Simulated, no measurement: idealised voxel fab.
Process module under the name voxel ribs on slabs
Section shown: cut. Width: 265 nm. Cell size: 5 nm, square.
Just so we're on the same page, the cross-sections are grids of square cells, and they're listed out in bands top to bottom, each band one or more rows deep. Basically the band line says how high the top is and how high the bottom is, in nm, and then what's in it from left to right, every material with its width in nm. Empty space shows up as "air", and if a single material carries "edge to edge" it runs the full band edge to edge. Height 0 is the level under which the wafer as received is all one material. The lowest band goes on downwards, as in "0..down". The notation "30->40" denotes a width that varies across the rows of cells in the band, beginning at the first number in the top row, finishing at the second number in the bottom row, and changing by an identical amount from each row to the next. "nothing was modified" (step): cross-section cells unchanged, all of them. Heads up: "Catalogued sealed voids" only lists the empty pockets with no open path to the top that are 8 cells or more, and it writes them as width x height at distance, distance from the left edge, in nm. Formally, on a step line, whatever follows the settings is a remark that the simulator itself makes on the step. Steps that use a mask can have "overlay nm" on their line. It says how far the mask sat to the right of where it was meant to be. Negative means to the left.

The following list gives the planned process steps
| 1 | RECEIVE (material Si) |
| 2 | DIRECTIONAL_DEP (material SiO2; thk nm 20) |
| 3 | DIRECTIONAL_DEP (material polySi; thk nm 15) |
| 4 | PATTERN (tone cover; mask id RIB; material resist; width nm 30; thk nm 15; overlay nm 0) |
| 5 | DIRECTIONAL_ETCH (etch materials polySi; depth nm 5) |
| 6 | STRIP (etch materials resist) |
| 7 | PATTERN (tone cover; mask id SLAB; material resist; width nm 80; thk nm 20; overlay nm 0) |
| 8 | DIRECTIONAL_ETCH (etch materials polySi; depth nm 10) |
| 9 | STRIP (etch materials resist) |
| 10 | FILL_DEP (material SiO2; thk nm 20) |
| 11 | CMP (height nm 50) |
| 12 | DIRECTIONAL_DEP (material TiN; thk nm 5) |
| 13 | DIRECTIONAL_DEP (material aC; thk nm 10) |
| 14 | PATTERN (tone cover; mask id HEATER; material resist; width nm 40; thk nm 25; overlay nm 0) |
| 15 | DIRECTIONAL_ETCH (etch materials aC; depth nm 10) |
| 16 | STRIP (etch materials resist) |
| 17 | DIRECTIONAL_ETCH (etch materials TiN; depth nm 5) |
| 18 | STRIP (etch materials aC) |
| 19 | CONFORMAL_DEP (material SiN; thk nm 5) |

This is the cross-section of the wafer as we received it, i.e. after step 1
    0..down = Si edge to edge
    Catalogued sealed voids: none

Post-module cross-section of the first of two wafers (run per plan)
    60..55 = air 105 nm; SiN 50 nm; air 110 nm
    55..50 = SiN 110 nm; TiN 40 nm; SiN 115 nm
    50..35 = SiO2 edge to edge
    35..30 = SiO2 115 nm; polySi 30 nm; SiO2 120 nm
    30..20 = SiO2 90 nm; polySi 80 nm; SiO2 95 nm
    20..0 = SiO2 edge to edge
    0..down = Si edge to edge
    Catalogued sealed voids: none

What the second wafer looks like in cross-section once the module is done. Its start and its plan matched the first wafer's exactly; what differed was one mistake in how it was run
    60..55 = air 105 nm; SiN 50 nm; air 110 nm
    55..50 = SiN 110 nm; TiN 40 nm; SiN 115 nm
    50..30 = SiO2 edge to edge
    30..20 = SiO2 90 nm; polySi 25 nm; SiO2 30 nm; polySi 25 nm; SiO2 95 nm
    20..0 = SiO2 edge to edge
    0..down = Si edge to edge
    Catalogued sealed voids: none
The mistake made against the process plan was this: transposition of steps 3 and 4 relative to the planned sequence
In the final state, the cell counts of the second wafer exceed or fall short of those of the first for the following materials: SiO2 +18; polySi -18
